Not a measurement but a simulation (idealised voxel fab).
Name of the process module below: voxel released beams
In the cross-section labelled cut, the width is 250 nm and each square cell is 5 nm.
Cross-sections here: square-cell grids, written as top-down lists of bands, a band being one or more rows of cells.
Per band: top height and bottom height in nm, followed by the left-to-right materials and their widths in nm; "all across" marks a single material spanning edge to edge, "blank" marks empty space.
A quick word on heights: they are counted from 0, and under that level the wafer as it came to us is one material throughout. The lowest band is different from the rest in having no bottom; it simply continues downward, written as in "0 nm and below".
Width "30->40": first value at the band's top row of cells, second value at its bottom row, equal change from row to row.
For the purposes of this document, the phrase "no change" attached to a step denotes that no cell within the cross-section was modified by that step.
The entry titled "Closed internal cavities" provides the empty spaces that have no open way to the top, restricted to those of 8 cells or more. Each is presented as width x height at distance, the distance being measured from the left edge, with all three in nm.
What comes after the settings on a step's line is commentary from the simulator itself on that step.
overlay nm: on a step with a mask, how far right of its planned place the mask lay; negative means left.

# These are the steps we planned for the process
1. op RECEIVE | material Si
2. op CONFORMAL_DEP | material Al2O3 | thk nm 10
3. op DIRECTIONAL_DEP | material SiO2 | thk nm 20
4. op DIRECTIONAL_DEP | material aC | thk nm 15
5. op PATTERN | tone open | mask id ANCHOR | material resist | width nm 25 | thk nm 30 | overlay nm 0
6. op DIRECTIONAL_ETCH | etch materials aC | depth nm 15
7. op STRIP | etch materials resist
8. op DIRECTIONAL_ETCH | etch materials SiO2 | depth nm 20
9. op STRIP | etch materials aC
10. op CONFORMAL_DEP | material SiN | thk nm 10
11. op PATTERN | tone cover | mask id BEAM | material resist | width nm 70 | thk nm 15 | overlay nm 0
12. op DIRECTIONAL_ETCH | etch materials SiN | depth nm 10
13. op STRIP | etch materials resist
14. op STRIP | etch materials SiO2

# On the first of the two wafers: run conducted according to plan

# Wafer cross-section on receipt, i.e. after step 1
* 0 nm and below = Si all across
* Closed internal cavities: none

# Wafer after step 2 (cross-section)
* 10 nm to 0 nm = Al2O3 all across
* below 0: unchanged

# Wafer after step 3 (cross-section)
* 30 nm to 10 nm = SiO2 all across
* below 10: unchanged

# Wafer after step 4 (cross-section)
* 45 nm to 30 nm = aC all across
* below 30: unchanged

# Wafer after step 5 (cross-section)
* 75 nm to 45 nm = resist (90) | blank (25) | resist (135)
* below 45: unchanged

# Wafer after step 6 (cross-section)
* 60 nm to 45 nm = resist (90) | blank (25) | resist (135)
* 45 nm to 30 nm = aC (90) | blank (25) | aC (135)
* below 30: unchanged

# Wafer after step 7 (cross-section)
* 45 nm to 30 nm = aC (90) | blank (25) | aC (135)
* below 30: unchanged

# Wafer after step 8 (cross-section)
* 45 nm to 30 nm = aC (90) | blank (25) | aC (135)
* 30 nm to 10 nm = SiO2 (90) | blank (25) | SiO2 (135)
* below 10: unchanged

# Wafer after step 9 (cross-section)
* 30 nm to 10 nm = SiO2 (90) | blank (25) | SiO2 (135)
* below 10: unchanged

# Wafer after step 10 (cross-section)
* 40 nm to 30 nm = SiN (100) | blank (5) | SiN (145)
* 30 nm to 20 nm = SiO2 (90) | SiN (10) | blank (5) | SiN (10) | SiO2 (135)
* 20 nm to 10 nm = SiO2 (90) | SiN (25) | SiO2 (135)
* below 10: unchanged

# Wafer after step 11 (cross-section)
* 55 nm to 40 nm = blank (85) | resist (70) | blank (95)
* 40 nm to 30 nm = SiN (100) | resist (5) | SiN (145)
* 30 nm to 20 nm = SiO2 (90) | SiN (10) | resist (5) | SiN (10) | SiO2 (135)
* below 20: unchanged

# Wafer after step 12 (cross-section)
* 55 nm to 40 nm = blank (85) | resist (70) | blank (95)
* 40 nm to 30 nm = blank (85) | SiN (15) | resist (5) | SiN (50) | blank (95)
* below 30: unchanged

# Wafer after step 13 (cross-section)
* 40 nm to 30 nm = blank (85) | SiN (15) | blank (5) | SiN (50) | blank (95)
* 30 nm to 20 nm = SiO2 (90) | SiN (10) | blank (5) | SiN (10) | SiO2 (135)
* below 20: unchanged

# Wafer after step 14 (cross-section)
* 40 nm to 30 nm = blank (85) | SiN (15) | blank (5) | SiN (50) | blank (95)
* 30 nm to 20 nm = blank (90) | SiN (10) | blank (5) | SiN (10) | blank (135)
* 20 nm to 10 nm = blank (90) | SiN (25) | blank (135)
* below 10: unchanged

# Second Wafer (Identical Start and Plan, One Processing Error; Matches First Wafer Through Step 11)

# Second wafer profile in section, at the moment step 12 of the plan was meant to be complete
* 55 nm to 40 nm = blank (85) | resist (70) | blank (95)
* 40 nm to 30 nm = blank (85) | SiN (15) | resist (5) | SiN (50) | blank (95)
* below 30: unchanged

# Second wafer profile in section, at the moment step 13 of the plan was meant to be complete
* 40 nm to 30 nm = blank (85) | SiN (15) | blank (5) | SiN (50) | blank (95)
* 30 nm to 20 nm = SiO2 (90) | SiN (10) | blank (5) | SiN (10) | SiO2 (135)
* below 20: unchanged

# Second wafer profile in section, at the moment step 14 of the plan was meant to be complete
* 40 nm to 30 nm = blank (85) | SiN (15) | blank (5) | SiN (50) | blank (95)
* 30 nm to 20 nm = blank (90) | SiN (10) | blank (5) | SiN (10) | blank (135)
* 20 nm to 10 nm = blank (90) | SiN (25) | blank (135)
* below 10: unchanged
Run error: step 12 from the plan got run twice
Upon completion, the cross-sectional profiles of the two wafers are identical; consequently, the error exerts no influence on the quantities computed by this model.
